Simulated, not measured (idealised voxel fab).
The following is a process module called voxel fin reveal.
FYI the section here is cut, 155 nm wide, cells are 5 nm squares.
Square cells in a grid make up a cross-section in this document, and the grid is given as bands, listed from the top down, each one or more rows of cells. Heights first: top, then bottom, in nm. Then materials, left to right, each with a width in nm. "everywhere" on a single material: fills the band edge to edge. "blank": empty space. All heights in this document are referenced to 0, defined as the level beneath which the wafer, as received, consists entirely of one material. The lowest band is not bounded below; it extends indefinitely downward and is written in the form "0 down". The notation "30..40" denotes a width that varies across the rows of cells in the band, beginning at the first number in the top row, finishing at the second number in the bottom row, and changing by an identical amount from each row to the next. A step reported as "nothing was modified" is a step in which no cell of the cross-section changed. Heads up: "Completely sealed voids" only lists the empty pockets with no open path to the top that are 8 cells or more, and it writes them as width x height at distance, distance from the left edge, in nm. Past the settings on a step's line: simulator remark, on that step. overlay nm: step with mask; distance mask lay right of planned place; negative value = left of planned place.
**Process steps - plan**
- 1: RECEIVE [material Si]
- 2: CONFORMAL_DEP [material SiN] [thk nm 5]
- 3: DIRECTIONAL_DEP [material aC] [thk nm 10]
- 4: PATTERN [tone cover] [mask id FINS] [material resist] [width nm 15] [pitch nm 35] [thk nm 30] [overlay nm 0]
- 5: DIRECTIONAL_ETCH [etch materials aC] [depth nm 10]
- 6: STRIP [etch materials resist]
- 7: DIRECTIONAL_ETCH [etch materials SiN] [depth nm 5]
- 8: DIRECTIONAL_ETCH [etch materials Si] [depth nm 30]
- 9: STRIP [etch materials aC]
- 10: FILL_DEP [material SiO2] [thk nm 10]
- 11: CMP [height nm 5]
- 12: SELECTIVE_ETCH [etch materials SiO2] [depth nm 15]
- 13: STRIP [etch materials SiN]
**First of two wafers: run as planned**
**Incoming wafer in cross-section (state: after step 1)**
	0 down  Si everywhere
	Completely sealed voids: none
**Step 2 complete: cross-section through the wafer**
	5 to 0  SiN everywhere
	Below 0, the layers are the same as they were.
**Step 3 complete: cross-section through the wafer**
	15 to 5  aC everywhere
	Below 5, the layers are the same as they were.
**Step 4 complete: cross-section through the wafer**
	45 to 15  blank 15; resist 15; blank 20; resist 15; blank 20; resist 15; blank 20; resist 15; blank 20
	Below 15, the layers are the same as they were.
**Step 5 complete: cross-section through the wafer**
	35 to 15  blank 15; resist 15; blank 20; resist 15; blank 20; resist 15; blank 20; resist 15; blank 20
	15 to 5  blank 15; aC 15; blank 20; aC 15; blank 20; aC 15; blank 20; aC 15; blank 20
	Below 5, the layers are the same as they were.
**Step 6 complete: cross-section through the wafer**
	15 to 5  blank 15; aC 15; blank 20; aC 15; blank 20; aC 15; blank 20; aC 15; blank 20
	Below 5, the layers are the same as they were.
**Step 7 complete: cross-section through the wafer**
	15 to 5  blank 15; aC 15; blank 20; aC 15; blank 20; aC 15; blank 20; aC 15; blank 20
	5 to 0  blank 15; SiN 15; blank 20; SiN 15; blank 20; SiN 15; blank 20; SiN 15; blank 20
	Below 0, the layers are the same as they were.
**Step 8 complete: cross-section through the wafer**
	15 to 5  blank 15; aC 15; blank 20; aC 15; blank 20; aC 15; blank 20; aC 15; blank 20
	5 to 0  blank 15; SiN 15; blank 20; SiN 15; blank 20; SiN 15; blank 20; SiN 15; blank 20
	0 to -30  blank 15; Si 15; blank 20; Si 15; blank 20; Si 15; blank 20; Si 15; blank 20
	Below -30, the layers are the same as they were.
**Step 9 complete: cross-section through the wafer**
	5 to 0  blank 15; SiN 15; blank 20; SiN 15; blank 20; SiN 15; blank 20; SiN 15; blank 20
	Below 0, the layers are the same as they were.
**Step 10 complete: cross-section through the wafer**
	15 to 5  SiO2 everywhere
	5 to 0  SiO2 15; SiN 15; SiO2 20; SiN 15; SiO2 20; SiN 15; SiO2 20; SiN 15; SiO2 20
	0 to -30  SiO2 15; Si 15; SiO2 20; Si 15; SiO2 20; Si 15; SiO2 20; Si 15; SiO2 20
	Below -30, the layers are the same as they were.
**Step 11 complete: cross-section through the wafer**
	5 to 0  SiO2 15; SiN 15; SiO2 20; SiN 15; SiO2 20; SiN 15; SiO2 20; SiN 15; SiO2 20
	Below 0, the layers are the same as they were.
**Step 12 complete: cross-section through the wafer**
	5 to 0  blank 15; SiN 15; blank 20; SiN 15; blank 20; SiN 15; blank 20; SiN 15; blank 20
	0 to -10  blank 15; Si 15; blank 20; Si 15; blank 20; Si 15; blank 20; Si 15; blank 20
	Below -10, the layers are the same as they were.
**Step 13 complete: cross-section through the wafer**
	0 to -10  blank 15; Si 15; blank 20; Si 15; blank 20; Si 15; blank 20; Si 15; blank 20
	Below -10, the layers are the same as they were.
**Second wafer, same starting state and plan as the first, one mistake in the run, identical through step 1**
Second wafer, cut view, end of step 2 per plan: nothing was modified
**Second wafer, cut view, end of step 3 per plan**
	10 to 0  aC everywhere
	Below 0, the layers are the same as they were.
**Second wafer, cut view, end of step 4 per plan**
	40 to 10  blank 15; resist 15; blank 20; resist 15; blank 20; resist 15; blank 20; resist 15; blank 20
	Below 10, the layers are the same as they were.
**Second wafer, cut view, end of step 5 per plan**
	30 to 10  blank 15; resist 15; blank 20; resist 15; blank 20; resist 15; blank 20; resist 15; blank 20
	10 to 0  blank 15; aC 15; blank 20; aC 15; blank 20; aC 15; blank 20; aC 15; blank 20
	Below 0, the layers are the same as they were.
**Second wafer, cut view, end of step 6 per plan**
	10 to 0  blank 15; aC 15; blank 20; aC 15; blank 20; aC 15; blank 20; aC 15; blank 20
	Below 0, the layers are the same as they were.
Second wafer, cut view, end of step 7 per plan: nothing was modified
**Second wafer, cut view, end of step 8 per plan**
	10 to 0  blank 15; aC 15; blank 20; aC 15; blank 20; aC 15; blank 20; aC 15; blank 20
	0 to -30  blank 15; Si 15; blank 20; Si 15; blank 20; Si 15; blank 20; Si 15; blank 20
	Below -30, the layers are the same as they were.
**Second wafer, cut view, end of step 9 per plan**
	0 to -30  blank 15; Si 15; blank 20; Si 15; blank 20; Si 15; blank 20; Si 15; blank 20
	Below -30, the layers are the same as they were.
**Second wafer, cut view, end of step 10 per plan**
	10 to 0  SiO2 everywhere
	0 to -30  SiO2 15; Si 15; SiO2 20; Si 15; SiO2 20; Si 15; SiO2 20; Si 15; SiO2 20
	Below -30, the layers are the same as they were.
**Second wafer, cut view, end of step 11 per plan**
	5 to 0  SiO2 everywhere
	Below 0, the layers are the same as they were.
**Second wafer, cut view, end of step 12 per plan**
	0 to -10  blank 15; Si 15; blank 20; Si 15; blank 20; Si 15; blank 20; Si 15; blank 20
	Below -10, the layers are the same as they were.
Second wafer, cut view, end of step 13 per plan: nothing was modified
Nonconformance to the process plan: step 2 of the plan was bypassed and not carried out
The two wafers wind up with the same cross-section at the end, so whatever this model computes is the same despite the mistake.
